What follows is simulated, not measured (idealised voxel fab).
voxel spacer lines: a process module
Cross-section cut: width 200 nm, square cells of 5 nm.
This document writes a cross-section as a grid whose cells are square, and gives it as bands, listed from the top down; one or more rows of cells form a band.
A band entry consists of two parts. The first gives the height of the band's top and the height of its bottom, in nm. The rest lists the band's materials from left to right, each with its width in nm. A single material labelled with the word "throughout" fills the band from edge to edge, and the word "blank" marks empty space.
Beneath 0, the wafer as received is one material, and that level is where height counting begins. The lowest band goes on downward without a bottom; it is written like "top 0, no bottom".
Note: "30..40" means the width goes from the first number (top row of the band) to the second number (bottom row) in equal steps per row of cells.
"remains unaltered" (step): cross-section cells unchanged, all of them.
Heads up: "Fully sealed cavities" only lists the empty pockets with no open path to the top that are 8 cells or more, and it writes them as width x height at distance, distance from the left edge, in nm.
Note: text after step settings on the step line = simulator remark on that step.
"overlay nm", when on a step's line for a step with a mask, measures how far to the right of its planned place the mask lay; a negative measure means to the left.
[The process steps that were planned are listed below]
step 1: RECEIVE [material Si]
step 2: CONFORMAL_DEP [material Al2O3] [thk nm 5]
step 3: DIRECTIONAL_DEP [material TiN] [thk nm 20]
step 4: DIRECTIONAL_DEP [material polySi] [thk nm 20]
step 5: PATTERN [tone cover] [mask id MANDREL] [material resist] [width nm 20] [pitch nm 70] [thk nm 25] [overlay nm 0]
step 6: DIRECTIONAL_ETCH [etch materials polySi] [depth nm 20]
step 7: STRIP [etch materials resist]
step 8: CONFORMAL_DEP [material SiO2] [thk nm 15]
step 9: DIRECTIONAL_ETCH [etch materials SiO2] [depth nm 15]
step 10: STRIP [etch materials polySi]
step 11: DIRECTIONAL_ETCH [etch materials TiN] [depth nm 20]
step 12: STRIP [etch materials SiO2]
[Run as planned: first of two wafers]
[Cross-section of the wafer upon arrival, representing the state reached after step 1]
top 0, no bottom  Si throughout
Fully sealed cavities: none
[State of the wafer after step 2, shown in cross-section]
top 5, bottom 0  Al2O3 throughout
Below 0 it's all the same as before, nothing changed down there.
[State of the wafer after step 3, shown in cross-section]
top 25, bottom 5  TiN throughout
Below 5 it's all the same as before, nothing changed down there.
[State of the wafer after step 4, shown in cross-section]
top 45, bottom 25  polySi throughout
Below 25 it's all the same as before, nothing changed down there.
[State of the wafer after step 5, shown in cross-section]
top 70, bottom 45  55 nm blank; 20 nm resist; 50 nm blank; 20 nm resist; 55 nm blank
Below 45 it's all the same as before, nothing changed down there.
[State of the wafer after step 6, shown in cross-section]
top 70, bottom 45  55 nm blank; 20 nm resist; 50 nm blank; 20 nm resist; 55 nm blank
top 45, bottom 25  55 nm blank; 20 nm polySi; 50 nm blank; 20 nm polySi; 55 nm blank
Below 25 it's all the same as before, nothing changed down there.
[State of the wafer after step 7, shown in cross-section]
top 45, bottom 25  55 nm blank; 20 nm polySi; 50 nm blank; 20 nm polySi; 55 nm blank
Below 25 it's all the same as before, nothing changed down there.
[State of the wafer after step 8, shown in cross-section]
top 60, bottom 45  40 nm blank; 50 nm SiO2; 20 nm blank; 50 nm SiO2; 40 nm blank
top 45, bottom 40  40 nm blank; 15 nm SiO2; 20 nm polySi; 15 nm SiO2; 20 nm blank; 15 nm SiO2; 20 nm polySi; 15 nm SiO2; 40 nm blank
top 40, bottom 25  55 nm SiO2; 20 nm polySi; 50 nm SiO2; 20 nm polySi; 55 nm SiO2
Below 25 it's all the same as before, nothing changed down there.
[State of the wafer after step 9, shown in cross-section]
top 45, bottom 25  40 nm blank; 15 nm SiO2; 20 nm polySi; 15 nm SiO2; 20 nm blank; 15 nm SiO2; 20 nm polySi; 15 nm SiO2; 40 nm blank
Below 25 it's all the same as before, nothing changed down there.
[State of the wafer after step 10, shown in cross-section]
top 45, bottom 25  40 nm blank; 15 nm SiO2; 20 nm blank; 15 nm SiO2; 20 nm blank; 15 nm SiO2; 20 nm blank; 15 nm SiO2; 40 nm blank
Below 25 it's all the same as before, nothing changed down there.
[State of the wafer after step 11, shown in cross-section]
top 45, bottom 25  40 nm blank; 15 nm SiO2; 20 nm blank; 15 nm SiO2; 20 nm blank; 15 nm SiO2; 20 nm blank; 15 nm SiO2; 40 nm blank
top 25, bottom 5  40 nm blank; 15 nm TiN; 20 nm blank; 15 nm TiN; 20 nm blank; 15 nm TiN; 20 nm blank; 15 nm TiN; 40 nm blank
Below 5 it's all the same as before, nothing changed down there.
[State of the wafer after step 12, shown in cross-section]
top 25, bottom 5  40 nm blank; 15 nm TiN; 20 nm blank; 15 nm TiN; 20 nm blank; 15 nm TiN; 20 nm blank; 15 nm TiN; 40 nm blank
Below 5 it's all the same as before, nothing changed down there.
[Wafer two: like wafer one in start and plan, but with one mistake in execution; identical up to and including step 9]
[What the second wafer looks like in cross-section when step 10 should have wrapped up]
top 45, bottom 25  40 nm blank; 15 nm SiO2; 20 nm polySi; 15 nm SiO2; 20 nm blank; 15 nm SiO2; 20 nm polySi; 15 nm SiO2; 40 nm blank
top 25, bottom 5  40 nm blank; 50 nm TiN; 20 nm blank; 50 nm TiN; 40 nm blank
Below 5 it's all the same as before, nothing changed down there.
[What the second wafer looks like in cross-section when step 11 should have wrapped up]
top 45, bottom 25  40 nm blank; 15 nm SiO2; 20 nm blank; 15 nm SiO2; 20 nm blank; 15 nm SiO2; 20 nm blank; 15 nm SiO2; 40 nm blank
Below 25 it's all the same as before, nothing changed down there.
[What the second wafer looks like in cross-section when step 12 should have wrapped up]
top 25, bottom 5  40 nm blank; 50 nm TiN; 20 nm blank; 50 nm TiN; 40 nm blank
Below 5 it's all the same as before, nothing changed down there.
Short version of what went wrong: it was found that steps 10 and 11 of the process plan had been performed in exchanged positions
At the finish, the second wafer shows more or fewer cells for some materials than the first does: TiN: 32 more
